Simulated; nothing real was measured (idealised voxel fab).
voxel self aligned contacts: a process module
Section shown: cut. Width: 165 nm. Cell size: 5 nm, square.
Format of a cross-section: grid, square cells. Given as bands. Order: top down. Band: one or more rows of cells.
Heads up on the band format: heights come first, top then bottom, in nm. After that it's the materials left to right, each with its width in nm. A single material flagged "throughout" fills the whole band edge to edge, and "air" means there's empty space there.
Where do heights start? At 0: under that level the wafer as delivered is made of one material only. And the lowest band has no floor; it just carries on downward, as in "0 down".
Quick explanation for "30..40": the width changes in equal steps down the rows of cells, from the first number in the band's top row to the second number in its bottom row.
"same as before" after a step means that no cell of the cross-section changed.
Enclosed voids (no open way to top), threshold 8 cells or more, entry "Enclosed void catalog", notation width x height at distance, distance from left edge, nm.
Text after the settings on a step's line: the simulator's own remark on that step.
overlay nm, on a step with a mask: how far to the right of its planned place the mask lay; to the left if negative
Process steps (planned):
1,RECEIVE (material Si)
2,CONFORMAL_DEP (material SiO2; thk nm 5)
3,DIRECTIONAL_DEP (material polySi; thk nm 20)
4,DIRECTIONAL_DEP (material SiN; thk nm 20)
5,DIRECTIONAL_DEP (material aC; thk nm 15)
6,PATTERN (tone cover; mask id GATE; material resist; width nm 30; pitch nm 75; thk nm 35; overlay nm 0)
7,DIRECTIONAL_ETCH (etch materials aC; depth nm 15)
8,STRIP (etch materials resist)
9,DIRECTIONAL_ETCH (etch materials SiN; depth nm 20)
10,DIRECTIONAL_ETCH (etch materials polySi; depth nm 20)
11,STRIP (etch materials aC)
12,CONFORMAL_DEP (material SiN; thk nm 10)
13,DIRECTIONAL_ETCH (etch materials SiN; depth nm 10)
14,FILL_DEP (material SiO2; thk nm 15)
15,CMP (height nm 55)
16,DIRECTIONAL_DEP (material aC; thk nm 10)
17,PATTERN (tone open; mask id CONTACT; material resist; width nm 55; thk nm 30; overlay nm 0)
18,DIRECTIONAL_ETCH (etch materials aC; depth nm 10)
19,STRIP (etch materials resist)
20,DIRECTIONAL_ETCH (etch materials SiO2; depth nm 55)
21,STRIP (etch materials aC)
22,CONFORMAL_DEP (material TiN; thk nm 5)
23,FILL_DEP (material Ru; thk nm 10)
24,CMP (height nm 55)
25,CONFORMAL_DEP (material SiCN; thk nm 5)
First of two wafers, processed according to plan:
Step 1 complete: cross-section of the wafer as received:
    0 down: Si throughout
    Enclosed void catalog: none
After step 2: wafer cross-section:
    5 to 0: SiO2 throughout
    No changes below 0.
After step 3: wafer cross-section:
    25 to 5: polySi throughout
    No changes below 5.
After step 4: wafer cross-section:
    45 to 25: SiN throughout
    No changes below 25.
After step 5: wafer cross-section:
    60 to 45: aC throughout
    No changes below 45.
After step 6: wafer cross-section:
    95 to 60: air=30; resist=30; air=45; resist=30; air=30
    No changes below 60.
After step 7: wafer cross-section:
    80 to 60: air=30; resist=30; air=45; resist=30; air=30
    60 to 45: air=30; aC=30; air=45; aC=30; air=30
    No changes below 45.
After step 8: wafer cross-section:
    60 to 45: air=30; aC=30; air=45; aC=30; air=30
    No changes below 45.
After step 9: wafer cross-section:
    60 to 45: air=30; aC=30; air=45; aC=30; air=30
    45 to 25: air=30; SiN=30; air=45; SiN=30; air=30
    No changes below 25.
After step 10: wafer cross-section:
    60 to 45: air=30; aC=30; air=45; aC=30; air=30
    45 to 25: air=30; SiN=30; air=45; SiN=30; air=30
    25 to 5: air=30; polySi=30; air=45; polySi=30; air=30
    No changes below 5.
After step 11: wafer cross-section:
    45 to 25: air=30; SiN=30; air=45; SiN=30; air=30
    No changes below 25.
After step 12: wafer cross-section:
    55 to 25: air=20; SiN=50; air=25; SiN=50; air=20
    25 to 15: air=20; SiN=10; polySi=30; SiN=10; air=25; SiN=10; polySi=30; SiN=10; air=20
    15 to 5: SiN=30; polySi=30; SiN=45; polySi=30; SiN=30
    No changes below 5.
After step 13: wafer cross-section:
    45 to 25: air=20; SiN=50; air=25; SiN=50; air=20
    25 to 5: air=20; SiN=10; polySi=30; SiN=10; air=25; SiN=10; polySi=30; SiN=10; air=20
    No changes below 5.
After step 14: wafer cross-section:
    60 to 45: SiO2 throughout
    45 to 25: SiO2=20; SiN=50; SiO2=25; SiN=50; SiO2=20
    25 to 5: SiO2=20; SiN=10; polySi=30; SiN=10; SiO2=25; SiN=10; polySi=30; SiN=10; SiO2=20
    No changes below 5.
After step 15: wafer cross-section:
    55 to 45: SiO2 throughout
    No changes below 45.
After step 16: wafer cross-section:
    65 to 55: aC throughout
    No changes below 55.
After step 17: wafer cross-section:
    95 to 65: resist=55; air=55; resist=55
    No changes below 65.
After step 18: wafer cross-section:
    85 to 65: resist=55; air=55; resist=55
    65 to 55: aC=55; air=55; aC=55
    No changes below 55.
After step 19: wafer cross-section:
    65 to 55: aC=55; air=55; aC=55
    No changes below 55.
After step 20: wafer cross-section:
    65 to 55: aC=55; air=55; aC=55
    55 to 45: SiO2=55; air=55; SiO2=55
    45 to 25: SiO2=20; SiN=50; air=25; SiN=50; SiO2=20
    25 to 5: SiO2=20; SiN=10; polySi=30; SiN=10; air=25; SiN=10; polySi=30; SiN=10; SiO2=20
    5 to 0: SiO2=70; air=25; SiO2=70
    No changes below 0.
After step 21: wafer cross-section:
    55 to 45: SiO2=55; air=55; SiO2=55
    No changes below 45.
After step 22: wafer cross-section:
    60 to 55: TiN=60; air=45; TiN=60
    55 to 45: SiO2=55; TiN=5..20; air=45..15; TiN=5..20; SiO2=55
    45 to 25: SiO2=20; SiN=50; TiN=5; air=15; TiN=5; SiN=50; SiO2=20
    25 to 5: SiO2=20; SiN=10; polySi=30; SiN=10; TiN=5; air=15; TiN=5; SiN=10; polySi=30; SiN=10; SiO2=20
    5 to 0: SiO2=70; TiN=25; SiO2=70
    No changes below 0.
After step 23: wafer cross-section:
    70 to 60: Ru throughout
    60 to 55: TiN=60; Ru=45; TiN=60
    55 to 45: SiO2=55; TiN=5..20; Ru=45..15; TiN=5..20; SiO2=55
    45 to 25: SiO2=20; SiN=50; TiN=5; Ru=15; TiN=5; SiN=50; SiO2=20
    25 to 5: SiO2=20; SiN=10; polySi=30; SiN=10; TiN=5; Ru=15; TiN=5; SiN=10; polySi=30; SiN=10; SiO2=20
    No changes below 5.
After step 24: wafer cross-section:
    55 to 45: SiO2=55; TiN=5..20; Ru=45..15; TiN=5..20; SiO2=55
    No changes below 45.
After step 25: wafer cross-section:
    60 to 55: SiCN throughout
    No changes below 55.
Companion wafer, the second of two: same beginning, same intended sequence, one mistake in carrying it out; through step 8 inclusive it tracks the first exactly:
What the second wafer looks like in cross-section when step 9 should have wrapped up:
    60 to 45: air=30; aC=30; air=45; aC=30; air=30
    45 to 35: air=30; SiN=30; air=45; SiN=30; air=30
    No changes below 35.
What the second wafer looks like in cross-section when step 10 should have wrapped up: same as before
What the second wafer looks like in cross-section when step 11 should have wrapped up:
    45 to 35: air=30; SiN=30; air=45; SiN=30; air=30
    No changes below 35.
What the second wafer looks like in cross-section when step 12 should have wrapped up:
    55 to 45: air=20; SiN=50; air=25; SiN=50; air=20
    45 to 25: SiN throughout
    No changes below 25.
What the second wafer looks like in cross-section when step 13 should have wrapped up:
    45 to 35: air=20; SiN=50; air=25; SiN=50; air=20
    No changes below 35.
What the second wafer looks like in cross-section when step 14 should have wrapped up:
    60 to 45: SiO2 throughout
    45 to 35: SiO2=20; SiN=50; SiO2=25; SiN=50; SiO2=20
    No changes below 35.
What the second wafer looks like in cross-section when step 15 should have wrapped up:
    55 to 45: SiO2 throughout
    No changes below 45.
What the second wafer looks like in cross-section when step 16 should have wrapped up:
    65 to 55: aC throughout
    No changes below 55.
What the second wafer looks like in cross-section when step 17 should have wrapped up:
    95 to 65: resist=55; air=55; resist=55
    No changes below 65.
What the second wafer looks like in cross-section when step 18 should have wrapped up:
    85 to 65: resist=55; air=55; resist=55
    65 to 55: aC=55; air=55; aC=55
    No changes below 55.
What the second wafer looks like in cross-section when step 19 should have wrapped up:
    65 to 55: aC=55; air=55; aC=55
    No changes below 55.
What the second wafer looks like in cross-section when step 20 should have wrapped up:
    65 to 55: aC=55; air=55; aC=55
    55 to 45: SiO2=55; air=55; SiO2=55
    45 to 35: SiO2=20; SiN=50; air=25; SiN=50; SiO2=20
    No changes below 35.
What the second wafer looks like in cross-section when step 21 should have wrapped up:
    55 to 45: SiO2=55; air=55; SiO2=55
    No changes below 45.
What the second wafer looks like in cross-section when step 22 should have wrapped up:
    60 to 55: TiN=60; air=45; TiN=60
    55 to 45: SiO2=55; TiN=5..20; air=45..15; TiN=5..20; SiO2=55
    45 to 40: SiO2=20; SiN=50; TiN=5; air=15; TiN=5; SiN=50; SiO2=20
    40 to 35: SiO2=20; SiN=50; TiN=25; SiN=50; SiO2=20
    No changes below 35.
What the second wafer looks like in cross-section when step 23 should have wrapped up:
    70 to 60: Ru throughout
    60 to 55: TiN=60; Ru=45; TiN=60
    55 to 45: SiO2=55; TiN=5..20; Ru=45..15; TiN=5..20; SiO2=55
    45 to 40: SiO2=20; SiN=50; TiN=5; Ru=15; TiN=5; SiN=50; SiO2=20
    No changes below 40.
What the second wafer looks like in cross-section when step 24 should have wrapped up:
    55 to 45: SiO2=55; TiN=5..20; Ru=45..15; TiN=5..20; SiO2=55
    No changes below 45.
What the second wafer looks like in cross-section when step 25 should have wrapped up:
    60 to 55: SiCN throughout
    No changes below 55.
Plan not followed: step 9 was run on a setting that differed from the plan, and what really ran there is DIRECTIONAL_ETCH (etch materials SiN; depth nm 10)
Final wafer comparison in cells, second versus first, more or fewer per material: Ru -21 | SiN -6 | SiO2 -43 | TiN -14 | polySi +84
